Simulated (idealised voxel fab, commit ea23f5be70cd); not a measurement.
The document below concerns the process module designated voxel ribs on slabs.
This is section cut - it's 190 nm across, gridded in 5 nm square cells.
We lay out every cross-section as a grid of square cells and spell it out in bands from the top down, where one band means one or more rows of cells. It is stipulated that each band's entry specify, in nanometres, the height of the top of the band and then that of its bottom, followed by the materials of the band in left-to-right sequence, each together with its width in nanometres. A single material marked by the word "everywhere" is understood to fill the band from edge to edge; the word "empty" is understood to denote empty space. The reference from which all heights are counted is 0, the level beneath which the as-received wafer is entirely one material; the lowest band, having no lower bound, proceeds downward and is written after the example "0 nm and below". Width spec "30..40" -> top row of cells at first value, bottom row at second value, equal per-row change in between. Take "remained unchanged" at face value: in the step it is given for, the cross-section changed in none of its cells. "Enclosed void entries" lists enclosed empty spaces (at least 8 cells, no open path upward to the top), each as width x height at distance from the left edge, in nm. Heads up: the bit after the settings on a step's line is the simulator's remark on that step. overlay nm: where the mask lay relative to plan, measured to the right, on steps with a mask; negatives go left.

### The process steps that were planned are listed below
step 1: RECEIVE (material Si)
step 2: DIRECTIONAL_DEP (material SiO2; thk nm 20)
step 3: DIRECTIONAL_DEP (material SiN; thk nm 20)
step 4: DIRECTIONAL_DEP (material aC; thk nm 10)
step 5: PATTERN (tone cover; mask id RIB; material resist; width nm 15; thk nm 25; overlay nm 0)
step 6: DIRECTIONAL_ETCH (etch materials aC; depth nm 10)
step 7: STRIP (etch materials resist)
step 8: DIRECTIONAL_ETCH (etch materials SiN; depth nm 15)
step 9: STRIP (etch materials aC)
step 10: PATTERN (tone cover; mask id SLAB; material resist; width nm 65; thk nm 20; overlay nm 0)
step 11: DIRECTIONAL_ETCH (etch materials SiN; depth nm 5)
step 12: STRIP (etch materials resist)
step 13: FILL_DEP (material SiO2; thk nm 20)
step 14: CMP (height nm 50)
step 15: DIRECTIONAL_DEP (material W; thk nm 10)
step 16: PATTERN (tone cover; mask id HEATER; material resist; width nm 25; thk nm 15; overlay nm 0)
step 17: DIRECTIONAL_ETCH (etch materials W; depth nm 10)
step 18: STRIP (etch materials resist)
step 19: CONFORMAL_DEP (material SiN; thk nm 5)

### Incoming wafer in cross-section (state: after step 1)
* 0 nm and below = Si everywhere
* Enclosed void entries: none

### Wafer cross-section at module end: first of two, run to plan
* 65 nm to 60 nm = empty=75, SiN=35, empty=80
* 60 nm to 55 nm = empty=75, SiN=5, W=25, SiN=5, empty=80
* 55 nm to 50 nm = SiN=80, W=25, SiN=85
* 50 nm to 40 nm = SiO2 everywhere
* 40 nm to 25 nm = SiO2=85, SiN=15, SiO2=90
* 25 nm to 20 nm = SiO2=60, SiN=65, SiO2=65
* 20 nm to 0 nm = SiO2 everywhere
* 0 nm and below = Si everywhere
* Enclosed void entries: none

### Here's the second of our two wafers sectioned at module end. Same start as the first, same plan, but one mistake got made running it
* 65 nm to 60 nm = empty=75, SiN=35, empty=80
* 60 nm to 55 nm = empty=75, SiN=5, W=25, SiN=5, empty=80
* 55 nm to 50 nm = SiN=80, W=25, SiN=85
* 50 nm to 35 nm = SiO2 everywhere
* 35 nm to 30 nm = SiO2=60, SiN=65, SiO2=65
* 30 nm to 20 nm = aC everywhere
* 20 nm to 0 nm = SiO2 everywhere
* 0 nm and below = Si everywhere
* Enclosed void entries: none
Which mistake was made when the wafer was run? so 3 and 4 got swapped relative to the plan, each ran where the other was supposed to
Wrapping up, a cell-based count of both wafers puts the second over or under the first for these materials: 9 fewer of SiN | 67 fewer of SiO2 | 76 more of aC
